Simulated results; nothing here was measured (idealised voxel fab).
The following is a process module called voxel ribs on slabs.
For reference, the cross-section in this document is cut, with width 160 nm and square cells of 5 nm.
A cross-section is written here as square cells arranged in a grid, and it is given in bands from the top down, each band taking up one or more rows of cells. The band entry comprises the height of the band's top followed by the height of its bottom, expressed in nm, and subsequently the band's materials from left to right, each stated together with its width in nm. Where a single material is marked with the word "everywhere", that material fills the band from edge to edge. The word "air" represents empty space. The level at which height equals 0 is the one under which the wafer, as it arrives, is entirely one material. No lower edge exists for the bottom band, which continues downward and is notated as in "top 0, no bottom". So if you see something like "30 to 40" for the width, read it as the top row of the band sitting at the first number and the bottom row at the second, with every row in between moving by the same amount as the last. Where the words "identical to before" appear for a step, the cross-section shows no cell changed by that step; every cell remained as before. The entry "Closed void listing" lists the empty spaces that cover at least 8 cells and have no open path to the top. Each is written as width x height at distance, where the distance is measured from the left edge and all three values are in nm. Where a step's line continues beyond its settings, the continuation is a remark by the simulator itself on that step. Regarding "overlay nm": on a step with a mask, it is the distance the mask lay to the right of its planned place; a negative value places it to the left.

Steps in the process plan:
- 1: RECEIVE, material Si
- 2: DIRECTIONAL_DEP, material SiO2, thk nm 20
- 3: DIRECTIONAL_DEP, material polySi, thk nm 25
- 4: DIRECTIONAL_DEP, material aC, thk nm 10
- 5: PATTERN, tone cover, mask id RIB, material resist, width nm 20, thk nm 25, overlay nm 0
- 6: DIRECTIONAL_ETCH, etch materials aC, depth nm 10
- 7: STRIP, etch materials resist
- 8: DIRECTIONAL_ETCH, etch materials polySi, depth nm 5
- 9: STRIP, etch materials aC
- 10: DIRECTIONAL_DEP, material aC, thk nm 15
- 11: PATTERN, tone cover, mask id SLAB, material resist, width nm 80, thk nm 35, overlay nm 0
- 12: DIRECTIONAL_ETCH, etch materials aC, depth nm 15
- 13: STRIP, etch materials resist
- 14: DIRECTIONAL_ETCH, etch materials polySi, depth nm 20
- 15: STRIP, etch materials aC
- 16: FILL_DEP, material SiO2, thk nm 20
- 17: CMP, height nm 60
- 18: DIRECTIONAL_DEP, material W, thk nm 10
- 19: DIRECTIONAL_DEP, material aC, thk nm 15
- 20: PATTERN, tone cover, mask id HEATER, material resist, width nm 40, thk nm 30, overlay nm 0
- 21: DIRECTIONAL_ETCH, etch materials aC, depth nm 15
- 22: STRIP, etch materials resist
- 23: DIRECTIONAL_ETCH, etch materials W, depth nm 10
- 24: STRIP, etch materials aC
- 25: CONFORMAL_DEP, material SiO2, thk nm 10
The width nm used in step 5 is not the same on every wafer, whereas the starting condition is; the value printed in the plan is the first wafer's.

As-received state after step 1, first of several wafers, cross-section:
* top 0, no bottom = Si everywhere
* Closed void listing: none

Cross-section after step 25, the final step of the module, for the first of several wafers:
* top 80, bottom 70 = air: 50 / SiO2: 60 / air: 50
* top 70, bottom 60 = SiO2: 60 / W: 40 / SiO2: 60
* top 60, bottom 45 = SiO2 everywhere
* top 45, bottom 40 = SiO2: 70 / polySi: 20 / SiO2: 70
* top 40, bottom 20 = SiO2: 40 / polySi: 80 / SiO2: 40
* top 20, bottom 0 = SiO2 everywhere
* top 0, no bottom = Si everywhere
* Closed void listing: none

X-section, last wafer, module end:
* top 80, bottom 70 = air: 50 / SiO2: 60 / air: 50
* top 70, bottom 60 = SiO2: 60 / W: 40 / SiO2: 60
* top 60, bottom 45 = SiO2 everywhere
* top 45, bottom 40 = SiO2: 60 / polySi: 45 / SiO2: 55
* top 40, bottom 20 = SiO2: 40 / polySi: 80 / SiO2: 40
* top 20, bottom 0 = SiO2 everywhere
* top 0, no bottom = Si everywhere
* Closed void listing: none

End of module, by wafer: material-by-material cell gain (+) or loss (-) since receipt, then closed voids:
width nm 20; +388 SiO2; +16 W; +68 polySi; Closed void listing: none
width nm 25; +387 SiO2; +16 W; +69 polySi; Closed void listing: none
width nm 30; +386 SiO2; +16 W; +70 polySi; Closed void listing: none
width nm 35; +385 SiO2; +16 W; +71 polySi; Closed void listing: none
width nm 40; +384 SiO2; +16 W; +72 polySi; Closed void listing: none
width nm 45; +383 SiO2; +16 W; +73 polySi; Closed void listing: none
